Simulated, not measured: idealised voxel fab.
The document below concerns the process module designated voxel lift off.
FYI the section here is cut, 245 nm wide, cells are 5 nm squares.
Cross-section = grid of square cells, listed top down in bands; band = one or more rows.
Heads up on the band format: heights come first, top then bottom, in nm. After that it's the materials left to right, each with its width in nm. A single material flagged "everywhere" fills the whole band edge to edge, and "blank" means there's empty space there.
Where do heights start? At 0: under that level the wafer as delivered is made of one material only. And the lowest band has no floor; it just carries on downward, as in "from 0 down".
Think of "30 to 40" as a width that walks from the first number to the second as you go down the band, top row to bottom row, taking equal-sized steps from row to row.
"everything unchanged" -> step changed no cross-section cell.
In the "Voids lacking openings" entry, you get each enclosed empty space of 8 cells or more, one with no open way to the top, written width x height at distance, distance from the left edge, in nm.
Whatever follows a step's settings on its line is a remark the simulator itself makes about that step.
You can add "overlay nm" to a step's line. For a step with a mask, it describes how far the mask lay to the right of its planned position, and a negative number describes a lay to the left.

Set out below are the planned steps of the process:
1) RECEIVE | material Si
2) CONFORMAL_DEP | material SiO2 | thk nm 10
3) PATTERN | tone open | mask id LINES | material resist | width nm 30 | pitch nm 45 | thk nm 30 | overlay nm 0
4) DIRECTIONAL_DEP | material Ru | thk nm 15
5) STRIP | etch materials resist
6) CONFORMAL_DEP | material SiCN | thk nm 5

First wafer, two in total, run as planned:

Here's what the wafer looked like in cross-section when it arrived - that's after step 1:
	from 0 down | Si everywhere
	Voids lacking openings: none

Sectional view: wafer, after step 2:
	from 10 to 0 | SiO2 everywhere
	Below 0 it's all the same as before, nothing changed down there.

Sectional view: wafer, after step 3:
	from 40 to 10 | resist=60 / blank=30 / resist=15 / blank=30 / resist=15 / blank=30 / resist=65
	Below 10 it's all the same as before, nothing changed down there.

Sectional view: wafer, after step 4:
	from 55 to 40 | Ru=60 / blank=30 / Ru=15 / blank=30 / Ru=15 / blank=30 / Ru=65
	from 40 to 25 | resist=60 / blank=30 / resist=15 / blank=30 / resist=15 / blank=30 / resist=65
	from 25 to 10 | resist=60 / Ru=30 / resist=15 / Ru=30 / resist=15 / Ru=30 / resist=65
	Below 10 it's all the same as before, nothing changed down there.

Sectional view: wafer, after step 5:
	from 25 to 10 | blank=60 / Ru=30 / blank=15 / Ru=30 / blank=15 / Ru=30 / blank=65
	Below 10 it's all the same as before, nothing changed down there.

Sectional view: wafer, after step 6:
	from 30 to 25 | blank=55 / SiCN=40 / blank=5 / SiCN=40 / blank=5 / SiCN=40 / blank=60
	from 25 to 15 | blank=55 / SiCN=5 / Ru=30 / SiCN=5 / blank=5 / SiCN=5 / Ru=30 / SiCN=5 / blank=5 / SiCN=5 / Ru=30 / SiCN=5 / blank=60
	from 15 to 10 | SiCN=60 / Ru=30 / SiCN=15 / Ru=30 / SiCN=15 / Ru=30 / SiCN=65
	Below 10 it's all the same as before, nothing changed down there.

The second wafer was prepared from the same starting point and under the same plan as the first; its processing contained one mistake, and it remains indistinguishable from the first wafer up to and including step 1:

At the planned end of step 2, the second wafer in cross-section: everything unchanged

At the planned end of step 3, the second wafer in cross-section:
	from 30 to 0 | resist=60 / blank=30 / resist=15 / blank=30 / resist=15 / blank=30 / resist=65
	Below 0 it's all the same as before, nothing changed down there.

At the planned end of step 4, the second wafer in cross-section:
	from 45 to 30 | Ru=60 / blank=30 / Ru=15 / blank=30 / Ru=15 / blank=30 / Ru=65
	from 30 to 15 | resist=60 / blank=30 / resist=15 / blank=30 / resist=15 / blank=30 / resist=65
	from 15 to 0 | resist=60 / Ru=30 / resist=15 / Ru=30 / resist=15 / Ru=30 / resist=65
	Below 0 it's all the same as before, nothing changed down there.

At the planned end of step 5, the second wafer in cross-section:
	from 15 to 0 | blank=60 / Ru=30 / blank=15 / Ru=30 / blank=15 / Ru=30 / blank=65
	Below 0 it's all the same as before, nothing changed down there.

At the planned end of step 6, the second wafer in cross-section:
	from 20 to 15 | blank=55 / SiCN=40 / blank=5 / SiCN=40 / blank=5 / SiCN=40 / blank=60
	from 15 to 5 | blank=55 / SiCN=5 / Ru=30 / SiCN=5 / blank=5 / SiCN=5 / Ru=30 / SiCN=5 / blank=5 / SiCN=5 / Ru=30 / SiCN=5 / blank=60
	from 5 to 0 | SiCN=60 / Ru=30 / SiCN=15 / Ru=30 / SiCN=15 / Ru=30 / SiCN=65
	Below 0 it's all the same as before, nothing changed down there.
Against the plan, the run slipped here: no execution of plan step 2; skipped
In the final state, the cell counts of the second wafer exceed or fall short of those of the first for the following materials: -98 SiO2
